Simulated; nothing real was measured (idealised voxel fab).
This section sets out a process module, namely voxel gate over fins.
cross-section cut | 235 nm wide | cells 5 nm
Heads up, the way a cross-section reads in here is a grid of square cells, handed over as bands from the top down, with every band being one or more rows of cells. This entry defines a band. It first specifies the height of the band's top and the height of its bottom in nm, and then specifies the band's materials from left to right, stating each material with its width in nm. The word "everywhere" identifies a single material that fills the band from edge to edge, while the word "blank" identifies empty space. Measure heights from 0. That's the level where, below it, the as-received wafer is all one material. The lowest band is bottomless and extends downward; write it as in "0 -> down". The width entry "30->40" should be interpreted row by row: the top row of cells in the band takes the first number, the bottom row takes the second number, and the change between adjacent rows is uniform throughout. Where a step carries "no change occurred", the cross-section came out of it unchanged, cell for cell. In "Closed void register" the enclosed voids are listed, meaning empty spaces of 8 cells or larger without any opening to the top. The form is width x height at distance, distance from the left edge, units nm. Text after the settings on a step's line: the simulator's own remark on that step. "overlay nm" on a masked step: distance the mask lay right of its planned place, negative for left.

The process steps that were planned are listed below:
1,RECEIVE with material Si
2,CONFORMAL_DEP with material SiN, thk nm 10
3,DIRECTIONAL_DEP with material aC, thk nm 15
4,PATTERN with tone cover, mask id FINS, material resist, width nm 15, pitch nm 40, thk nm 35, overlay nm 0
5,DIRECTIONAL_ETCH with etch materials aC, depth nm 15
6,STRIP with etch materials resist
7,DIRECTIONAL_ETCH with etch materials SiN, depth nm 10
8,DIRECTIONAL_ETCH with etch materials Si, depth nm 40
9,STRIP with etch materials aC
10,FILL_DEP with material SiO2, thk nm 5
11,CMP with height nm 10
12,SELECTIVE_ETCH with etch materials SiO2, depth nm 25
13,STRIP with etch materials SiN
14,CONFORMAL_DEP with material HfO2, thk nm 5
15,CONFORMAL_DEP with material TiN, thk nm 5
16,CONFORMAL_DEP with material TiAl, thk nm 5
17,CONFORMAL_DEP with material TiN, thk nm 5
18,FILL_DEP with material W, thk nm 10
19,CMP with height nm 25
20,CONFORMAL_DEP with material SiN, thk nm 10

Wafer cross-section on receipt, i.e. after step 1:
  0 -> down = Si everywhere
  Closed void register: none

Cross-section taken at module completion on the first of two wafers; processed per the plan:
  35 -> 25 = SiN everywhere
  25 -> 20 = W everywhere
  20 -> 15 = 70 nm W, then 95 nm TiN, then 70 nm W
  15 -> 10 = 70 nm W, then 5 nm TiN, then 85 nm TiAl, then 5 nm TiN, then 70 nm W
  10 -> 5 = 70 nm W, then 5 nm TiN, then 5 nm TiAl, then 35 nm TiN, then 5 nm TiAl, then 35 nm TiN, then 5 nm TiAl, then 5 nm TiN, then 70 nm W
  5 -> 0 = 75 nm TiN, then 5 nm TiAl, then 5 nm TiN, then 25 nm HfO2, then 5 nm TiN, then 5 nm TiAl, then 5 nm TiN, then 25 nm HfO2, then 5 nm TiN, then 5 nm TiAl, then 75 nm TiN
  0 -> -5 = 80 nm TiAl, then 5 nm TiN, then 5 nm HfO2, then 15 nm Si, then 5 nm HfO2, then 5 nm TiN, then 5 nm TiAl, then 5 nm TiN, then 5 nm HfO2, then 15 nm Si, then 5 nm HfO2, then 5 nm TiN, then 80 nm TiAl
  -5 -> -10 = 85 nm TiN, then 5 nm HfO2, then 15 nm Si, then 5 nm HfO2, then 15 nm TiN, then 5 nm HfO2, then 15 nm Si, then 5 nm HfO2, then 85 nm TiN
  -10 -> -15 = 90 nm HfO2, then 15 nm Si, then 25 nm HfO2, then 15 nm Si, then 90 nm HfO2
  -15 -> -40 = 90 nm SiO2, then 15 nm Si, then 25 nm SiO2, then 15 nm Si, then 90 nm SiO2
  -40 -> down = Si everywhere
  Closed void register: none

This is the second of the two wafers, cross-sectioned at the end of the module; it started exactly like the first and was given the same plan, but it was run with one mistake:
  40 -> 25 = SiN everywhere
  25 -> 20 = W everywhere
  20 -> 15 = 70 nm W, then 95 nm TiN, then 70 nm W
  15 -> 10 = 70 nm W, then 5 nm TiN, then 85 nm TiAl, then 5 nm TiN, then 70 nm W
  10 -> 5 = 70 nm W, then 5 nm TiN, then 5 nm TiAl, then 35 nm TiN, then 5 nm TiAl, then 35 nm TiN, then 5 nm TiAl, then 5 nm TiN, then 70 nm W
  5 -> 0 = 75 nm TiN, then 5 nm TiAl, then 5 nm TiN, then 25 nm HfO2, then 5 nm TiN, then 5 nm TiAl, then 5 nm TiN, then 25 nm HfO2, then 5 nm TiN, then 5 nm TiAl, then 75 nm TiN
  0 -> -5 = 80 nm TiAl, then 5 nm TiN, then 5 nm HfO2, then 15 nm Si, then 5 nm HfO2, then 5 nm TiN, then 5 nm TiAl, then 5 nm TiN, then 5 nm HfO2, then 15 nm Si, then 5 nm HfO2, then 5 nm TiN, then 80 nm TiAl
  -5 -> -10 = 85 nm TiN, then 5 nm HfO2, then 15 nm Si, then 5 nm HfO2, then 15 nm TiN, then 5 nm HfO2, then 15 nm Si, then 5 nm HfO2, then 85 nm TiN
  -10 -> -15 = 90 nm HfO2, then 15 nm Si, then 25 nm HfO2, then 15 nm Si, then 90 nm HfO2
  -15 -> -40 = 90 nm SiO2, then 15 nm Si, then 25 nm SiO2, then 15 nm Si, then 90 nm SiO2
  -40 -> down = Si everywhere
  Closed void register: none
Deviation noted in wafer processing: not per plan at step 20, really ran CONFORMAL_DEP with material SiN, thk nm 15
Upon completion, the second wafer contains, in terms of cells, a greater or smaller amount of certain materials than the first wafer: SiN: 47 more
